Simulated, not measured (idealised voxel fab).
The following process module bears the name voxel lift off.
For reference, the cross-section in this document is cut, with width 210 nm and square cells of 5 nm.
Cross-section, as written here: a square-cell grid given band by band from the top down, where a band holds one or more rows of cells.
The band entry comprises the height of the band's top followed by the height of its bottom, expressed in nm, and subsequently the band's materials from left to right, each stated together with its width in nm. Where a single material is marked with the word "everywhere", that material fills the band from edge to edge. The word "blank" represents empty space.
Heights are reckoned from 0. Under this level, the received wafer is all of one material. The bottommost band is open-ended downward, for example "0 nm and below".
Note: "30->40" means the width goes from the first number (top row of the band) to the second number (bottom row) in equal steps per row of cells.
Given "no alterations made" for a step, no cell of the cross-section differs between before and after that step.
Any empty space of 8 cells or more lacking an open way to the top shows up in "Trapped voids" as width x height at distance, distance from the left edge, in nm.
Heads up: the bit after the settings on a step's line is the simulator's remark on that step.
"overlay nm", when on a step's line for a step with a mask, measures how far to the right of its planned place the mask lay; a negative measure means to the left.
Process steps foreseen in the plan:
1. RECEIVE,material Si
2. CONFORMAL_DEP,material SiO2,thk nm 10
3. PATTERN,tone open,mask id LINES,material resist,width nm 20,pitch nm 35,thk nm 20,overlay nm 0
4. DIRECTIONAL_DEP,material Ru,thk nm 10
5. STRIP,etch materials resist
6. CONFORMAL_DEP,material SiN,thk nm 5
Cross-section of the wafer upon arrival, representing the state reached after step 1:
> 0 nm and below = Si everywhere
> Trapped voids: none
First of two wafers: cross-section at end of module, run per plan:
> 25 nm to 20 nm = blank (70) / SiN (30) / blank (5) / SiN (30) / blank (75)
> 20 nm to 15 nm = blank (70) / SiN (5) / Ru (20) / SiN (5) / blank (5) / SiN (5) / Ru (20) / SiN (5) / blank (75)
> 15 nm to 10 nm = SiN (75) / Ru (20) / SiN (15) / Ru (20) / SiN (80)
> 10 nm to 0 nm = SiO2 everywhere
> 0 nm and below = Si everywhere
> Trapped voids: none
Second wafer at the end: like start, like plan, one mistake:
> 15 nm to 10 nm = blank (70) / SiN (30) / blank (5) / SiN (30) / blank (75)
> 10 nm to 5 nm = blank (70) / SiN (5) / Ru (20) / SiN (5) / blank (5) / SiN (5) / Ru (20) / SiN (5) / blank (75)
> 5 nm to 0 nm = SiN (75) / Ru (20) / SiN (15) / Ru (20) / SiN (80)
> 0 nm and below = Si everywhere
> Trapped voids: none
What was done differently from what was planned? execution of step 2 of the plan did not take place, the step having been omitted
In the final state, the cell counts of the second wafer exceed or fall short of those of the first for the following materials: SiO2 -84
